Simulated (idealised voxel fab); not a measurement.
The process module presented herein is designated voxel ribs on slabs.
270 nm wide, 5 nm square cells: that's cross-section cut.
Cross-section layout: square cells on a grid; listed as bands, top to bottom; a band spans one or more cell rows.
Band: top and bottom heights (nm) first, top before bottom; then materials from left to right, widths in nm. "everywhere" marks a sole material filling the band edge to edge. "blank" denotes empty space.
Counting heights begins at 0, where everything beneath is, in the wafer as received, one material. The lowest band has no bottom; it goes on downwards, as "from 0 down" shows.
Quick explanation for "30 to 40": the width changes in equal steps down the rows of cells, from the first number in the band's top row to the second number in its bottom row.
Where a step carries "nothing different", the cross-section came out of it unchanged, cell for cell.
Trapped cavities: empty space of 8 cells or more with no open way to the top, each as width x height at its distance from the left edge, in nm
Text after the settings on a step's line: the simulator's own remark on that step.
Each step line may optionally specify "overlay nm", which for a step with a mask gives the rightward distance between the mask's planned place and where it lay, a negative value indicating the leftward direction.
Process steps (planned)
1. RECEIVE | material Si
2. DIRECTIONAL_DEP | material SiO2 | thk nm 20
3. DIRECTIONAL_DEP | material polySi | thk nm 25
4. MASKED_ETCH | tone cover | mask id RIB | width nm 20 | etch materials polySi | depth nm 5 | overlay nm 0
5. MASKED_ETCH | tone cover | mask id SLAB | width nm 80 | etch materials polySi | depth nm 20 | overlay nm 0
6. FILL_DEP | material SiO2 | thk nm 30
7. CMP | height nm 75
8. DIRECTIONAL_DEP | material W | thk nm 10
9. PATTERN | tone cover | mask id HEATER | material resist | width nm 30 | thk nm 15 | overlay nm 0
10. DIRECTIONAL_ETCH | etch materials W | depth nm 10
11. STRIP | etch materials resist
12. CONFORMAL_DEP | material SiO2 | thk nm 10
Be aware that, although all wafers share a common starting state, the thk nm at step 2 differs among them, and the plan displays the first wafer's value.
So this is the first of several wafers, cross-sectioned as it came to us, meaning it's at the end of step 1
    from 0 down  Si everywhere
    Trapped cavities: none
The table below has one row for each wafer; a row shows, as of the end of the module, how many cells of each material the wafer has gained, marked (+), or lost, marked (-), since it was received, and then the wafer's closed voids
thk nm 20 | +858 SiO2 | +12 W | +68 polySi | Trapped cavities: none
thk nm 25 | +858 SiO2 | +12 W | +68 polySi | Trapped cavities: none
thk nm 30 | +858 SiO2 | +12 W | +68 polySi | Trapped cavities: none
thk nm 35 | +858 SiO2 | +12 W | +68 polySi | Trapped cavities: none
thk nm 40 | +858 SiO2 | +12 W | +68 polySi | Trapped cavities: none
thk nm 45 | +858 SiO2 | +12 W | +68 polySi | Trapped cavities: none
